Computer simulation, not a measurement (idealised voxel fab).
process module | voxel capacitor over wiring
cross-section cut | 160 nm wide | cells 5 nm
A cross-section is a grid of square cells, given in bands from the top down. A band is one or more rows of cells.
Each band's line starts with the height of the band's top and of its bottom, in nm. Then come its materials from left to right, each with its width in nm. One material with "throughout" fills the band from edge to edge. "air" is empty space.
Height 0 is the level under which the wafer as received is all one material. The lowest band goes on downwards, as in "0 down".
A width such as "30 to 40" changes by the same amount from each row of cells to the next, from the band's top row to its bottom row.
"no change" after a step means that no cell of the cross-section changed.
closed voids: empty space of 8 cells or more with no open way to the top, each as width x height at its distance from the left edge, in nm
after a step's settings: what the simulator itself notes on the step
overlay nm, on a step with a mask: how far to the right of its planned place the mask lay; to the left if negative
Each pair below shows a cross-section before one step and the cross-section after it, down to the lowest band that changed. The line under each pair gives the step between them, with its settings. The pairs can come from different runs of this module on the same starting wafer, so a pair continues from the pair above only where its "before" says so.
before
  100 to 85: air 30 | resist 70 | air 60
  85 to 80: air 30 | TiN 70 | air 60
  80 to 75: SiN throughout
  75 to 65: TiN throughout
  65 to 45: SiO2 30 | TiN 5 | Cu 5 | TiN 5 | SiO2 115
  45 to 40: SiCN 30 | TiN 15 | SiCN 115
  40 to 35: lowk 15 | TiN 30 | lowk 65 | TiN 30 | lowk 20
  35 to 15: W throughout
  15 to 0: SiO2 throughout
  0 down: Si throughout
  closed voids: none
after
  100 to 85: air 30 | resist 70 | air 60
  85 to 80: air 30 | TiN 70 | air 60
  80 to 75: air 30 | SiN 70 | air 60
  below 75: unchanged
  closed voids: none
the step between: op DIRECTIONAL_ETCH | etch materials SiN | depth nm 5
before: the cross-section after the pair above
after
  85 to 80: air 30 | TiN 70 | air 60
  below 80: unchanged
  closed voids: none
the step between: op STRIP | etch materials resist
before: the cross-section after the pair above
after
  100 to 85: air 25 | resist 80 | air 55
  85 to 80: air 25 | resist 5 | TiN 70 | resist 5 | air 55
  80 to 75: air 25 | resist 5 | SiN 70 | resist 5 | air 55
  below 75: unchanged
  closed voids: none
the step between: op PATTERN | tone cover | mask id LOWER_PLATE | material resist | width nm 80 | thk nm 15 | overlay nm 0
before: the cross-section after the pair above
after
  100 to 85: air 25 | resist 80 | air 55
  85 to 80: air 25 | resist 5 | TiN 70 | resist 5 | air 55
  80 to 75: air 25 | resist 5 | SiN 70 | resist 5 | air 55
  75 to 65: air 25 | TiN 80 | air 55
  below 65: unchanged
  closed voids: none
the step between: op DIRECTIONAL_ETCH | etch materials TiN | depth nm 10
before: the cross-section after the pair above
after
  85 to 80: air 30 | TiN 70 | air 60
  80 to 75: air 30 | SiN 70 | air 60
  below 75: unchanged
  closed voids: none
the step between: op STRIP | etch materials resist
before: the cross-section after the pair above
after
  105 to 85: SiO2 throughout
  85 to 80: SiO2 30 | TiN 70 | SiO2 60
  80 to 75: SiO2 30 | SiN 70 | SiO2 60
  75 to 65: SiO2 25 | TiN 80 | SiO2 55
  below 65: unchanged
  closed voids: none
the step between: op FILL_DEP | material SiO2 | thk nm 20
before: the cross-section after the pair above
after
  100 to 85: SiO2 throughout
  below 85: unchanged
  closed voids: none
the step between: op CMP | height nm 100
before: the cross-section after the pair above
after
  100 to 85: SiO2 40 | air 15 | SiO2 105
  below 85: unchanged
  closed voids: none
the step between: op MASKED_ETCH | tone open | mask id PLUG_2 | width nm 15 | etch materials SiO2 | depth nm 15 | overlay nm 0
before: the cross-section after the pair above
after
  105 to 100: TiN 45 | air 5 | TiN 110
  100 to 90: SiO2 40 | TiN 5 | air 5 | TiN 5 | SiO2 105
  90 to 80: SiO2 40 to 30 | TiN 15 to 70 | SiO2 105 to 60
  below 80: unchanged
  closed voids: none
the step between: op CONFORMAL_DEP | material TiN | thk nm 5
before: the cross-section after the pair above
after
  115 to 105: Ru throughout
  105 to 100: TiN 45 | Ru 5 | TiN 110
  100 to 90: SiO2 40 | TiN 5 | Ru 5 | TiN 5 | SiO2 105
  below 90: unchanged
  closed voids: none
the step between: op FILL_DEP | material Ru | thk nm 10
before: the cross-section after the pair above
after
  100 to 90: SiO2 40 | TiN 5 | Ru 5 | TiN 5 | SiO2 105
  below 90: unchanged
  closed voids: none
the step between: op CMP | height nm 100
before: the cross-section after the pair above
after
  105 to 100: SiCN throughout
  below 100: unchanged
  closed voids: none
the step between: op CONFORMAL_DEP | material SiCN | thk nm 5
before
  0 down: Si throughout
  closed voids: none
after
  20 to 0: SiO2 throughout
  below 0: unchanged
  closed voids: none
the step between: op CONFORMAL_DEP | material SiO2 | thk nm 20
before: the cross-section after the pair above
after
  25 to 20: TiN throughout
  below 20: unchanged
  closed voids: none
the step between: op DIRECTIONAL_DEP | material TiN | thk nm 5
before: the cross-section after the pair above
after
  45 to 25: W throughout
  below 25: unchanged
  closed voids: none
the step between: op DIRECTIONAL_DEP | material W | thk nm 20
before: the cross-section after the pair above
after
  60 to 45: aC throughout
  below 45: unchanged
  closed voids: none
the step between: op DIRECTIONAL_DEP | material aC | thk nm 15
before: the cross-section after the pair above
after
  90 to 60: air 15 | resist 30 | air 65 | resist 30 | air 20
  below 60: unchanged
  closed voids: none
the step between: op PATTERN | tone cover | mask id METAL_1 | material resist | width nm 30 | pitch nm 95 | thk nm 30 | overlay nm 0
before: the cross-section after the pair above
after
  75 to 60: air 15 | resist 30 | air 65 | resist 30 | air 20
  60 to 45: air 15 | aC 30 | air 65 | aC 30 | air 20
  below 45: unchanged
  closed voids: none
the step between: op DIRECTIONAL_ETCH | etch materials aC | depth nm 15
before: the cross-section after the pair above
after
  60 to 45: air 15 | aC 30 | air 65 | aC 30 | air 20
  below 45: unchanged
  closed voids: none
the step between: op STRIP | etch materials resist
before: the cross-section after the pair above
after
  60 to 45: air 15 | aC 30 | air 65 | aC 30 | air 20
  45 to 25: air 15 | W 30 | air 65 | W 30 | air 20
  below 25: unchanged
  closed voids: none
the step between: op DIRECTIONAL_ETCH | etch materials W | depth nm 20
before: the cross-section after the pair above
after
  60 to 45: air 15 | aC 30 | air 65 | aC 30 | air 20
  45 to 25: air 15 | W 30 | air 65 | W 30 | air 20
  25 to 20: air 15 | TiN 30 | air 65 | TiN 30 | air 20
  below 20: unchanged
  closed voids: none
the step between: op DIRECTIONAL_ETCH | etch materials TiN | depth nm 5
before: the cross-section after the pair above
after
  45 to 25: air 15 | W 30 | air 65 | W 30 | air 20
  below 25: unchanged
  closed voids: none
the step between: op STRIP | etch materials aC
before: the cross-section after the pair above
after
  55 to 45: lowk throughout
  45 to 25: lowk 15 | W 30 | lowk 65 | W 30 | lowk 20
  25 to 20: lowk 15 | TiN 30 | lowk 65 | TiN 30 | lowk 20
  below 20: unchanged
  closed voids: none
the step between: op FILL_DEP | material lowk | thk nm 10
before: the cross-section after the pair above
after
  40 to 25: lowk 15 | W 30 | lowk 65 | W 30 | lowk 20
  below 25: unchanged
  closed voids: none
the step between: op CMP | height nm 40
before: the cross-section after the pair above
after
  45 to 40: SiCN throughout
  below 40: unchanged
  closed voids: none
the step between: op CONFORMAL_DEP | material SiCN | thk nm 5
before: the cross-section after the pair above
after
  65 to 45: SiO2 throughout
  below 45: unchanged
  closed voids: none
the step between: op DIRECTIONAL_DEP | material SiO2 | thk nm 20
before: the cross-section after the pair above
after
  80 to 65: resist 30 | air 15 | resist 115
  below 65: unchanged
  closed voids: none
the step between: op PATTERN | tone open | mask id PLUG_1 | material resist | width nm 15 | thk nm 15 | overlay nm 0
before: the cross-section after the pair above
after
  80 to 65: resist 30 | air 15 | resist 115
  65 to 45: SiO2 30 | air 15 | SiO2 115
  below 45: unchanged
  closed voids: none
the step between: op DIRECTIONAL_ETCH | etch materials SiO2 | depth nm 20
before: the cross-section after the pair above
after
  80 to 65: resist 30 | air 15 | resist 115
  65 to 45: SiO2 30 | air 15 | SiO2 115
  45 to 40: SiCN 30 | air 15 | SiCN 115
  below 40: unchanged
  closed voids: none
the step between: op DIRECTIONAL_ETCH | etch materials SiCN | depth nm 5
before: the cross-section after the pair above
after
  65 to 45: SiO2 30 | air 15 | SiO2 115
  below 45: unchanged
  closed voids: none
the step between: op STRIP | etch materials resist
before: the cross-section after the pair above
after
  70 to 65: TiN 35 | air 5 | TiN 120
  65 to 45: SiO2 30 | TiN 5 | air 5 | TiN 5 | SiO2 115
  45 to 40: SiCN 30 | TiN 15 | SiCN 115
  below 40: unchanged
  closed voids: none
the step between: op CONFORMAL_DEP | material TiN | thk nm 5
before: the cross-section after the pair above
after
  80 to 70: Cu throughout
  70 to 65: TiN 35 | Cu 5 | TiN 120
  65 to 45: SiO2 30 | TiN 5 | Cu 5 | TiN 5 | SiO2 115
  below 45: unchanged
  closed voids: none
the step between: op FILL_DEP | material Cu | thk nm 10
before: the cross-section after the pair above
after
  65 to 45: SiO2 30 | TiN 5 | Cu 5 | TiN 5 | SiO2 115
  below 45: unchanged
  closed voids: none
the step between: op CMP | height nm 65
before: the cross-section after the pair above
after
  75 to 65: TiN throughout
  below 65: unchanged
  closed voids: none
the step between: op DIRECTIONAL_DEP | material TiN | thk nm 10
before: the cross-section after the pair above
after
  80 to 75: SiN throughout
  below 75: unchanged
  closed voids: none
the step between: op DIRECTIONAL_DEP | material SiN | thk nm 5
before: the cross-section after the pair above
after
  85 to 80: TiN throughout
  below 80: unchanged
  closed voids: none
the step between: op DIRECTIONAL_DEP | material TiN | thk nm 5
before: the cross-section after the pair above
after
  100 to 85: air 30 | resist 70 | air 60
  below 85: unchanged
  closed voids: none
the step between: op PATTERN | tone cover | mask id UPPER_PLATE | material resist | width nm 70 | thk nm 15 | overlay nm 0
before: the cross-section after the pair above
after
  100 to 85: air 30 | resist 70 | air 60
  85 to 80: air 30 | TiN 70 | air 60
  below 80: unchanged
  closed voids: none
the step between: op DIRECTIONAL_ETCH | etch materials TiN | depth nm 5
before: the cross-section after the pair above
after
  100 to 85: air 30 | resist 70 | air 60
  85 to 80: air 30 | TiN 70 | air 60
  80 to 75: air 30 | SiN 70 | air 60
  below 75: unchanged
  closed voids: none
the step between: op DIRECTIONAL_ETCH | etch materials SiN | depth nm 5
before: the cross-section after the pair above
after
  85 to 80: air 30 | TiN 70 | air 60
  below 80: unchanged
  closed voids: none
the step between: op STRIP | etch materials resist
before: the cross-section after the pair above
after
  100 to 85: air 25 | resist 80 | air 55
  85 to 80: air 25 | resist 5 | TiN 70 | resist 5 | air 55
  80 to 75: air 25 | resist 5 | SiN 70 | resist 5 | air 55
  below 75: unchanged
  closed voids: none
the step between: op PATTERN | tone cover | mask id LOWER_PLATE | material resist | width nm 80 | thk nm 15 | overlay nm 0
before: the cross-section after the pair above
after
  100 to 85: air 25 | resist 80 | air 55
  85 to 80: air 25 | resist 5 | TiN 70 | resist 5 | air 55
  80 to 75: air 25 | resist 5 | SiN 70 | resist 5 | air 55
  75 to 65: air 25 | TiN 80 | air 55
  below 65: unchanged
  closed voids: none
the step between: op DIRECTIONAL_ETCH | etch materials TiN | depth nm 10
before: the cross-section after the pair above
after
  85 to 80: air 30 | TiN 70 | air 60
  80 to 75: air 30 | SiN 70 | air 60
  below 75: unchanged
  closed voids: none
the step between: op STRIP | etch materials resist
before: the cross-section after the pair above
after
  105 to 85: SiO2 throughout
  85 to 80: SiO2 30 | TiN 70 | SiO2 60
  80 to 75: SiO2 30 | SiN 70 | SiO2 60
  75 to 65: SiO2 25 | TiN 80 | SiO2 55
  below 65: unchanged
  closed voids: none
the step between: op FILL_DEP | material SiO2 | thk nm 20
before: the cross-section after the pair above
after
  100 to 85: SiO2 throughout
  below 85: unchanged
  closed voids: none
the step between: op CMP | height nm 100
before: the cross-section after the pair above
after
  100 to 85: SiO2 40 | air 15 | SiO2 105
  below 85: unchanged
  closed voids: none
the step between: op MASKED_ETCH | tone open | mask id PLUG_2 | width nm 15 | etch materials SiO2 | depth nm 15 | overlay nm 0
before: the cross-section after the pair above
after
  105 to 100: TiN 45 | air 5 | TiN 110
  100 to 90: SiO2 40 | TiN 5 | air 5 | TiN 5 | SiO2 105
  90 to 80: SiO2 40 to 30 | TiN 15 to 70 | SiO2 105 to 60
  below 80: unchanged
  closed voids: none
the step between: op CONFORMAL_DEP | material TiN | thk nm 5
before: the cross-section after the pair above
after
  115 to 105: Ru throughout
  105 to 100: TiN 45 | Ru 5 | TiN 110
  100 to 90: SiO2 40 | TiN 5 | Ru 5 | TiN 5 | SiO2 105
  below 90: unchanged
  closed voids: none
the step between: op FILL_DEP | material Ru | thk nm 10
before: the cross-section after the pair above
after
  100 to 90: SiO2 40 | TiN 5 | Ru 5 | TiN 5 | SiO2 105
  below 90: unchanged
  closed voids: none
the step between: op CMP | height nm 100
before: the cross-section after the pair above
after
  105 to 100: SiCN throughout
  below 100: unchanged
  closed voids: none
the step between: op CONFORMAL_DEP | material SiCN | thk nm 5
before
  85 to 80: air 30 | TiN 70 | air 60
  80 to 75: air 30 | SiN 70 | air 60
  75 to 65: TiN throughout
  65 to 45: SiO2 30 | TiN 5 | Cu 5 | TiN 5 | SiO2 115
  45 to 40: SiCN 30 | TiN 15 | SiCN 115
  40 to 20: lowk 15 | W 30 | lowk 65 | W 30 | lowk 20
  20 to 15: lowk 15 | TiN 30 | lowk 65 | TiN 30 | lowk 20
  15 to 0: SiO2 throughout
  0 down: Si throughout
  closed voids: none
after
  100 to 85: air 20 | resist 90 | air 50
  85 to 80: air 20 | resist 10 | TiN 70 | resist 10 | air 50
  80 to 75: air 20 | resist 10 | SiN 70 | resist 10 | air 50
  below 75: unchanged
  closed voids: none
the step between: op PATTERN | tone cover | mask id LOWER_PLATE | material resist | width nm 90 | thk nm 15 | overlay nm 0
before: the cross-section after the pair above
after
  100 to 85: air 20 | resist 90 | air 50
  85 to 80: air 20 | resist 10 | TiN 70 | resist 10 | air 50
  80 to 75: air 20 | resist 10 | SiN 70 | resist 10 | air 50
  75 to 65: air 20 | TiN 90 | air 50
  below 65: unchanged
  closed voids: none
the step between: op DIRECTIONAL_ETCH | etch materials TiN | depth nm 10
before: the cross-section after the pair above
after
  85 to 80: air 30 | TiN 70 | air 60
  80 to 75: air 30 | SiN 70 | air 60
  below 75: unchanged
  closed voids: none
the step between: op STRIP | etch materials resist
before: the cross-section after the pair above
after
  105 to 85: SiO2 throughout
  85 to 80: SiO2 30 | TiN 70 | SiO2 60
  80 to 75: SiO2 30 | SiN 70 | SiO2 60
  75 to 65: SiO2 20 | TiN 90 | SiO2 50
  below 65: unchanged
  closed voids: none
the step between: op FILL_DEP | material SiO2 | thk nm 20
before: the cross-section after the pair above
after
  100 to 85: SiO2 throughout
  below 85: unchanged
  closed voids: none
the step between: op CMP | height nm 100
before: the cross-section after the pair above
after
  100 to 85: SiO2 40 | air 15 | SiO2 105
  below 85: unchanged
  closed voids: none
the step between: op MASKED_ETCH | tone open | mask id PLUG_2 | width nm 15 | etch materials SiO2 | depth nm 15 | overlay nm 0
before: the cross-section after the pair above
after
  105 to 100: TiN 45 | air 5 | TiN 110
  100 to 90: SiO2 40 | TiN 5 | air 5 | TiN 5 | SiO2 105
  90 to 80: SiO2 40 to 30 | TiN 15 to 70 | SiO2 105 to 60
  below 80: unchanged
  closed voids: none
the step between: op CONFORMAL_DEP | material TiN | thk nm 5
before: the cross-section after the pair above
after
  115 to 105: Ru throughout
  105 to 100: TiN 45 | Ru 5 | TiN 110
  100 to 90: SiO2 40 | TiN 5 | Ru 5 | TiN 5 | SiO2 105
  below 90: unchanged
  closed voids: none
the step between: op FILL_DEP | material Ru | thk nm 10
before: the cross-section after the pair above
after
  100 to 90: SiO2 40 | TiN 5 | Ru 5 | TiN 5 | SiO2 105
  below 90: unchanged
  closed voids: none
the step between: op CMP | height nm 100
before: the cross-section after the pair above
after
  105 to 100: SiCN throughout
  below 100: unchanged
  closed voids: none
the step between: op CONFORMAL_DEP | material SiCN | thk nm 5
before
  85 to 80: air 30 | TiN 70 | air 60
  80 to 75: air 30 | SiN 70 | air 60
  75 to 65: TiN throughout
  65 to 45: SiO2 30 | TiN 5 | Cu 5 | TiN 5 | SiO2 115
  45 to 40: SiCN 30 | TiN 15 | SiCN 115
  40 to 20: lowk 15 | W 30 | lowk 65 | W 30 | lowk 20
  20 to 15: lowk 15 | TiN 30 | lowk 65 | TiN 30 | lowk 20
  15 to 0: SiO2 throughout
  0 down: Si throughout
  closed voids: none
after
  100 to 85: air 35 | resist 80 | air 45
  85 to 80: air 30 | TiN 70 | resist 15 | air 45
  80 to 75: air 30 | SiN 70 | resist 15 | air 45
  below 75: unchanged
  closed voids: none
the step between: op PATTERN | tone cover | mask id LOWER_PLATE | material resist | width nm 80 | thk nm 15 | overlay nm 10
before: the cross-section after the pair above
after
  100 to 85: air 35 | resist 80 | air 45
  85 to 80: air 35 | TiN 65 | resist 15 | air 45
  80 to 75: air 30 | SiN 70 | resist 15 | air 45
  75 to 65: air 30 | TiN 85 | air 45
  below 65: unchanged
  closed voids: none
the step between: op DIRECTIONAL_ETCH | etch materials TiN | depth nm 10
before: the cross-section after the pair above
after
  85 to 80: air 35 | TiN 65 | air 60
  80 to 75: air 30 | SiN 70 | air 60
  below 75: unchanged
  closed voids: none
the step between: op STRIP | etch materials resist
before: the cross-section after the pair above
after
  105 to 85: SiO2 throughout
  85 to 80: SiO2 35 | TiN 65 | SiO2 60
  80 to 75: SiO2 30 | SiN 70 | SiO2 60
  75 to 65: SiO2 30 | TiN 85 | SiO2 45
  below 65: unchanged
  closed voids: none
the step between: op FILL_DEP | material SiO2 | thk nm 20
before: the cross-section after the pair above
after
  100 to 85: SiO2 throughout
  below 85: unchanged
  closed voids: none
the step between: op CMP | height nm 100
before: the cross-section after the pair above
after
  100 to 85: SiO2 40 | air 15 | SiO2 105
  below 85: unchanged
  closed voids: none
the step between: op MASKED_ETCH | tone open | mask id PLUG_2 | width nm 15 | etch materials SiO2 | depth nm 15 | overlay nm 0
before: the cross-section after the pair above
after
  105 to 100: TiN 45 | air 5 | TiN 110
  100 to 90: SiO2 40 | TiN 5 | air 5 | TiN 5 | SiO2 105
  90 to 80: SiO2 40 to 35 | TiN 15 to 65 | SiO2 105 to 60
  below 80: unchanged
  closed voids: none
the step between: op CONFORMAL_DEP | material TiN | thk nm 5
before: the cross-section after the pair above
after
  115 to 105: Ru throughout
  105 to 100: TiN 45 | Ru 5 | TiN 110
  100 to 90: SiO2 40 | TiN 5 | Ru 5 | TiN 5 | SiO2 105
  below 90: unchanged
  closed voids: none
the step between: op FILL_DEP | material Ru | thk nm 10
before: the cross-section after the pair above
after
  100 to 90: SiO2 40 | TiN 5 | Ru 5 | TiN 5 | SiO2 105
  below 90: unchanged
  closed voids: none
the step between: op CMP | height nm 100
before: the cross-section after the pair above
after
  105 to 100: SiCN throughout
  below 100: unchanged
  closed voids: none
the step between: op CONFORMAL_DEP | material SiCN | thk nm 5
before
  20 to 15: TiN throughout
  15 to 0: SiO2 throughout
  0 down: Si throughout
  closed voids: none
after
  40 to 20: SiO2 throughout
  below 20: unchanged
  closed voids: none
the step between: op DIRECTIONAL_DEP | material SiO2 | thk nm 20
before: the cross-section after the pair above
after
  55 to 40: aC throughout
  below 40: unchanged
  closed voids: none
the step between: op DIRECTIONAL_DEP | material aC | thk nm 15
before: the cross-section after the pair above
after
  85 to 55: air 15 | resist 30 | air 65 | resist 30 | air 20
  below 55: unchanged
  closed voids: none
the step between: op PATTERN | tone cover | mask id METAL_1 | material resist | width nm 30 | pitch nm 95 | thk nm 30 | overlay nm 0
before: the cross-section after the pair above
after
  70 to 55: air 15 | resist 30 | air 65 | resist 30 | air 20
  55 to 40: air 15 | aC 30 | air 65 | aC 30 | air 20
  below 40: unchanged
  closed voids: none
the step between: op DIRECTIONAL_ETCH | etch materials aC | depth nm 15
before: the cross-section after the pair above
after
  55 to 40: air 15 | aC 30 | air 65 | aC 30 | air 20
  below 40: unchanged
  closed voids: none
the step between: op STRIP | etch materials resist
before: the cross-section after the pair above
after
  40 to 20: SiO2 throughout
  below 20: unchanged
  closed voids: none
the step between: op STRIP | etch materials aC
before: the cross-section after the pair above
after
  50 to 40: lowk throughout
  below 40: unchanged
  closed voids: none
the step between: op FILL_DEP | material lowk | thk nm 10
before: the cross-section after the pair above
after
  40 to 20: SiO2 throughout
  below 20: unchanged
  closed voids: none
the step between: op CMP | height nm 40
before: the cross-section after the pair above
after
  45 to 40: SiCN throughout
  below 40: unchanged
  closed voids: none
the step between: op CONFORMAL_DEP | material SiCN | thk nm 5
before: the cross-section after the pair above
after
  65 to 45: SiO2 throughout
  below 45: unchanged
  closed voids: none
the step between: op DIRECTIONAL_DEP | material SiO2 | thk nm 20
before: the cross-section after the pair above
after
  80 to 65: resist 30 | air 15 | resist 115
  below 65: unchanged
  closed voids: none
the step between: op PATTERN | tone open | mask id PLUG_1 | material resist | width nm 15 | thk nm 15 | overlay nm 0
before: the cross-section after the pair above
after
  80 to 65: resist 30 | air 15 | resist 115
  65 to 45: SiO2 30 | air 15 | SiO2 115
  below 45: unchanged
  closed voids: none
the step between: op DIRECTIONAL_ETCH | etch materials SiO2 | depth nm 20
before: the cross-section after the pair above
after
  80 to 65: resist 30 | air 15 | resist 115
  65 to 45: SiO2 30 | air 15 | SiO2 115
  45 to 40: SiCN 30 | air 15 | SiCN 115
  below 40: unchanged
  closed voids: none
the step between: op DIRECTIONAL_ETCH | etch materials SiCN | depth nm 5
before: the cross-section after the pair above
after
  65 to 45: SiO2 30 | air 15 | SiO2 115
  below 45: unchanged
  closed voids: none
the step between: op STRIP | etch materials resist
before: the cross-section after the pair above
after
  70 to 65: TiN 35 | air 5 | TiN 120
  65 to 45: SiO2 30 | TiN 5 | air 5 | TiN 5 | SiO2 115
  45 to 40: SiCN 30 | TiN 15 | SiCN 115
  below 40: unchanged
  closed voids: none
the step between: op CONFORMAL_DEP | material TiN | thk nm 5
before: the cross-section after the pair above
after
  80 to 70: Cu throughout
  70 to 65: TiN 35 | Cu 5 | TiN 120
  65 to 45: SiO2 30 | TiN 5 | Cu 5 | TiN 5 | SiO2 115
  below 45: unchanged
  closed voids: none
the step between: op FILL_DEP | material Cu | thk nm 10
before: the cross-section after the pair above
after
  65 to 45: SiO2 30 | TiN 5 | Cu 5 | TiN 5 | SiO2 115
  below 45: unchanged
  closed voids: none
the step between: op CMP | height nm 65
before: the cross-section after the pair above
after
  75 to 65: TiN throughout
  below 65: unchanged
  closed voids: none
the step between: op DIRECTIONAL_DEP | material TiN | thk nm 10
before: the cross-section after the pair above
after
  80 to 75: SiN throughout
  below 75: unchanged
  closed voids: none
the step between: op DIRECTIONAL_DEP | material SiN | thk nm 5
before: the cross-section after the pair above
after
  85 to 80: TiN throughout
  below 80: unchanged
  closed voids: none
the step between: op DIRECTIONAL_DEP | material TiN | thk nm 5
before: the cross-section after the pair above
after
  100 to 85: air 30 | resist 70 | air 60
  below 85: unchanged
  closed voids: none
the step between: op PATTERN | tone cover | mask id UPPER_PLATE | material resist | width nm 70 | thk nm 15 | overlay nm 0
before: the cross-section after the pair above
after
  100 to 85: air 30 | resist 70 | air 60
  85 to 80: air 30 | TiN 70 | air 60
  below 80: unchanged
  closed voids: none
the step between: op DIRECTIONAL_ETCH | etch materials TiN | depth nm 5
before: the cross-section after the pair above
after
  100 to 85: air 30 | resist 70 | air 60
  85 to 80: air 30 | TiN 70 | air 60
  80 to 75: air 30 | SiN 70 | air 60
  below 75: unchanged
  closed voids: none
the step between: op DIRECTIONAL_ETCH | etch materials SiN | depth nm 5
before: the cross-section after the pair above
after
  85 to 80: air 30 | TiN 70 | air 60
  below 80: unchanged
  closed voids: none
the step between: op STRIP | etch materials resist
before: the cross-section after the pair above
after
  100 to 85: air 25 | resist 80 | air 55
  85 to 80: air 25 | resist 5 | TiN 70 | resist 5 | air 55
  80 to 75: air 25 | resist 5 | SiN 70 | resist 5 | air 55
  below 75: unchanged
  closed voids: none
the step between: op PATTERN | tone cover | mask id LOWER_PLATE | material resist | width nm 80 | thk nm 15 | overlay nm 0
before: the cross-section after the pair above
after
  100 to 85: air 25 | resist 80 | air 55
  85 to 80: air 25 | resist 5 | TiN 70 | resist 5 | air 55
  80 to 75: air 25 | resist 5 | SiN 70 | resist 5 | air 55
  75 to 65: air 25 | TiN 80 | air 55
  below 65: unchanged
  closed voids: none
the step between: op DIRECTIONAL_ETCH | etch materials TiN | depth nm 10
before: the cross-section after the pair above
after
  85 to 80: air 30 | TiN 70 | air 60
  80 to 75: air 30 | SiN 70 | air 60
  below 75: unchanged
  closed voids: none
the step between: op STRIP | etch materials resist
before: the cross-section after the pair above
after
  105 to 85: SiO2 throughout
  85 to 80: SiO2 30 | TiN 70 | SiO2 60
  80 to 75: SiO2 30 | SiN 70 | SiO2 60
  75 to 65: SiO2 25 | TiN 80 | SiO2 55
  below 65: unchanged
  closed voids: none
the step between: op FILL_DEP | material SiO2 | thk nm 20
before: the cross-section after the pair above
after
  100 to 85: SiO2 throughout
  below 85: unchanged
  closed voids: none
the step between: op CMP | height nm 100
before: the cross-section after the pair above
after
  100 to 85: SiO2 40 | air 15 | SiO2 105
  below 85: unchanged
  closed voids: none
the step between: op MASKED_ETCH | tone open | mask id PLUG_2 | width nm 15 | etch materials SiO2 | depth nm 15 | overlay nm 0
before: the cross-section after the pair above
after
  105 to 100: TiN 45 | air 5 | TiN 110
  100 to 90: SiO2 40 | TiN 5 | air 5 | TiN 5 | SiO2 105
  90 to 80: SiO2 40 to 30 | TiN 15 to 70 | SiO2 105 to 60
  below 80: unchanged
  closed voids: none
the step between: op CONFORMAL_DEP | material TiN | thk nm 5
before: the cross-section after the pair above
after
  115 to 105: Ru throughout
  105 to 100: TiN 45 | Ru 5 | TiN 110
  100 to 90: SiO2 40 | TiN 5 | Ru 5 | TiN 5 | SiO2 105
  below 90: unchanged
  closed voids: none
the step between: op FILL_DEP | material Ru | thk nm 10
before: the cross-section after the pair above
after
  100 to 90: SiO2 40 | TiN 5 | Ru 5 | TiN 5 | SiO2 105
  below 90: unchanged
  closed voids: none
the step between: op CMP | height nm 100
before: the cross-section after the pair above
after
  105 to 100: SiCN throughout
  below 100: unchanged
  closed voids: none
the step between: op CONFORMAL_DEP | material SiCN | thk nm 5
before
  55 to 40: aC throughout
  40 to 20: W throughout
  20 to 15: TiN throughout
  15 to 0: SiO2 throughout
  0 down: Si throughout
  closed voids: none
after
  85 to 55: resist 15 | air 30 | resist 65 | air 30 | resist 20
  below 55: unchanged
  closed voids: none
the step between: op PATTERN | tone open | mask id METAL_1 | material resist | width nm 30 | pitch nm 95 | thk nm 30 | overlay nm 0
before: the cross-section after the pair above
after
  70 to 55: resist 15 | air 30 | resist 65 | air 30 | resist 20
  55 to 40: aC 15 | air 30 | aC 65 | air 30 | aC 20
  below 40: unchanged
  closed voids: none
the step between: op DIRECTIONAL_ETCH | etch materials aC | depth nm 15
before: the cross-section after the pair above
after
  55 to 40: aC 15 | air 30 | aC 65 | air 30 | aC 20
  below 40: unchanged
  closed voids: none
the step between: op STRIP | etch materials resist
before: the cross-section after the pair above
after
  55 to 40: aC 15 | air 30 | aC 65 | air 30 | aC 20
  40 to 20: W 15 | air 30 | W 65 | air 30 | W 20
  below 20: unchanged
  closed voids: none
the step between: op DIRECTIONAL_ETCH | etch materials W | depth nm 20
before: the cross-section after the pair above
after
  55 to 40: aC 15 | air 30 | aC 65 | air 30 | aC 20
  40 to 20: W 15 | air 30 | W 65 | air 30 | W 20
  20 to 15: TiN 15 | air 30 | TiN 65 | air 30 | TiN 20
  below 15: unchanged
  closed voids: none
the step between: op DIRECTIONAL_ETCH | etch materials TiN | depth nm 5
before: the cross-section after the pair above
after
  40 to 20: W 15 | air 30 | W 65 | air 30 | W 20
  below 20: unchanged
  closed voids: none
the step between: op STRIP | etch materials aC
before: the cross-section after the pair above
after
  50 to 40: lowk throughout
  40 to 20: W 15 | lowk 30 | W 65 | lowk 30 | W 20
  20 to 15: TiN 15 | lowk 30 | TiN 65 | lowk 30 | TiN 20
  below 15: unchanged
  closed voids: none
the step between: op FILL_DEP | material lowk | thk nm 10
before: the cross-section after the pair above
after
  40 to 20: W 15 | lowk 30 | W 65 | lowk 30 | W 20
  below 20: unchanged
  closed voids: none
the step between: op CMP | height nm 40
before: the cross-section after the pair above
after
  45 to 40: SiCN throughout
  below 40: unchanged
  closed voids: none
the step between: op CONFORMAL_DEP | material SiCN | thk nm 5
before: the cross-section after the pair above
after
  65 to 45: SiO2 throughout
  below 45: unchanged
  closed voids: none
the step between: op DIRECTIONAL_DEP | material SiO2 | thk nm 20
before: the cross-section after the pair above
after
  80 to 65: resist 30 | air 15 | resist 115
  below 65: unchanged
  closed voids: none
the step between: op PATTERN | tone open | mask id PLUG_1 | material resist | width nm 15 | thk nm 15 | overlay nm 0
before: the cross-section after the pair above
after
  80 to 65: resist 30 | air 15 | resist 115
  65 to 45: SiO2 30 | air 15 | SiO2 115
  below 45: unchanged
  closed voids: none
the step between: op DIRECTIONAL_ETCH | etch materials SiO2 | depth nm 20
before: the cross-section after the pair above
after
  80 to 65: resist 30 | air 15 | resist 115
  65 to 45: SiO2 30 | air 15 | SiO2 115
  45 to 40: SiCN 30 | air 15 | SiCN 115
  below 40: unchanged
  closed voids: none
the step between: op DIRECTIONAL_ETCH | etch materials SiCN | depth nm 5
before: the cross-section after the pair above
after
  65 to 45: SiO2 30 | air 15 | SiO2 115
  below 45: unchanged
  closed voids: none
the step between: op STRIP | etch materials resist
before: the cross-section after the pair above
after
  70 to 65: TiN 35 | air 5 | TiN 120
  65 to 45: SiO2 30 | TiN 5 | air 5 | TiN 5 | SiO2 115
  45 to 40: SiCN 30 | TiN 15 | SiCN 115
  below 40: unchanged
  closed voids: none
the step between: op CONFORMAL_DEP | material TiN | thk nm 5
before: the cross-section after the pair above
after
  80 to 70: Cu throughout
  70 to 65: TiN 35 | Cu 5 | TiN 120
  65 to 45: SiO2 30 | TiN 5 | Cu 5 | TiN 5 | SiO2 115
  below 45: unchanged
  closed voids: none
the step between: op FILL_DEP | material Cu | thk nm 10
before: the cross-section after the pair above
after
  65 to 45: SiO2 30 | TiN 5 | Cu 5 | TiN 5 | SiO2 115
  below 45: unchanged
  closed voids: none
the step between: op CMP | height nm 65
before: the cross-section after the pair above
after
  75 to 65: TiN throughout
  below 65: unchanged
  closed voids: none
the step between: op DIRECTIONAL_DEP | material TiN | thk nm 10
